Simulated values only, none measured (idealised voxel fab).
You're looking at the process module voxel trench capacitor.
In the cross-section labelled cut, the width is 185 nm and each square cell is 5 nm.
Cross-section format: a grid of square cells, given as bands from top to bottom; each band is one or more rows of cells. In this notation a band is specified by the heights of its top and bottom, in that order and in nm, after which its materials appear from left to right, each paired with its width in nm. The word "edge to edge" attached to a single material means that material fills the band from edge to edge; the word "air" stands for empty space. Heights are expressed relative to 0, this being the level below which the as-received wafer comprises one material exclusively. The lowest band is unbounded in the downward direction and is denoted as in "0 -> down". Note: "30 to 40" means the width goes from the first number (top row of the band) to the second number (bottom row) in equal steps per row of cells. Where a step carries "same as before", the cross-section came out of it unchanged, cell for cell. In the "Sealed void inventory" entry, you get each enclosed empty space of 8 cells or more, one with no open way to the top, written width x height at distance, distance from the left edge, in nm. Whatever follows a step's settings on its line is a remark the simulator itself makes about that step. overlay nm: mask offset rightward from planned place, masked step; negative means leftward offset.
THE PROCESS STEPS THAT WERE PLANNED ARE LISTED BELOW
1,op RECEIVE | material Si
2,op CONFORMAL_DEP | material SiN | thk nm 5
3,op DIRECTIONAL_DEP | material aC | thk nm 15
4,op PATTERN | tone open | mask id TRENCH | material resist | width nm 25 | pitch nm 40 | thk nm 35 | overlay nm 0
5,op DIRECTIONAL_ETCH | etch materials aC | depth nm 15
6,op STRIP | etch materials resist
7,op DIRECTIONAL_ETCH | etch materials SiN | depth nm 5
8,op DIRECTIONAL_ETCH | etch materials Si | depth nm 30
9,op STRIP | etch materials aC
10,op CONFORMAL_DEP | material HfO2 | thk nm 5
11,op CONFORMAL_DEP | material TiN | thk nm 5
12,op FILL_DEP | material W | thk nm 10
13,op CMP | height nm -5
The height nm used in step 13 is not the same on every wafer, whereas the starting condition is; the value printed in the plan is the first wafer's.
CROSS-SECTION OF THE FIRST OF SEVERAL RECEIVED WAFERS, SHOWING ITS STATE AFTER STEP 1
* 0 -> down: Si edge to edge
* Sealed void inventory: none
BASICALLY EACH WAFER GETS A LINE IN THE TABLE, SHOWING IT AT THE END OF THE MODULE: MATERIAL BY MATERIAL, THE CELLS IT GAINED (+) OR LOST (-) SINCE WE GOT IT, THEN ITS CLOSED VOIDS
height nm -5 | +39 HfO2 | -112 Si | +27 TiN | +9 W | Sealed void inventory: none
height nm 0 | +45 HfO2 | -90 Si | +33 TiN | +12 W | Sealed void inventory: none
height nm 5 | +51 HfO2 | -90 Si | +22 SiN | +39 TiN | +15 W | Sealed void inventory: none
height nm 10 | +79 HfO2 | -90 Si | +22 SiN | +45 TiN | +18 W | Sealed void inventory: none
height nm 15 | +79 HfO2 | -90 Si | +22 SiN | +79 TiN | +21 W | Sealed void inventory: none
height nm 20 | +79 HfO2 | -90 Si | +22 SiN | +79 TiN | +58 W | Sealed void inventory: none
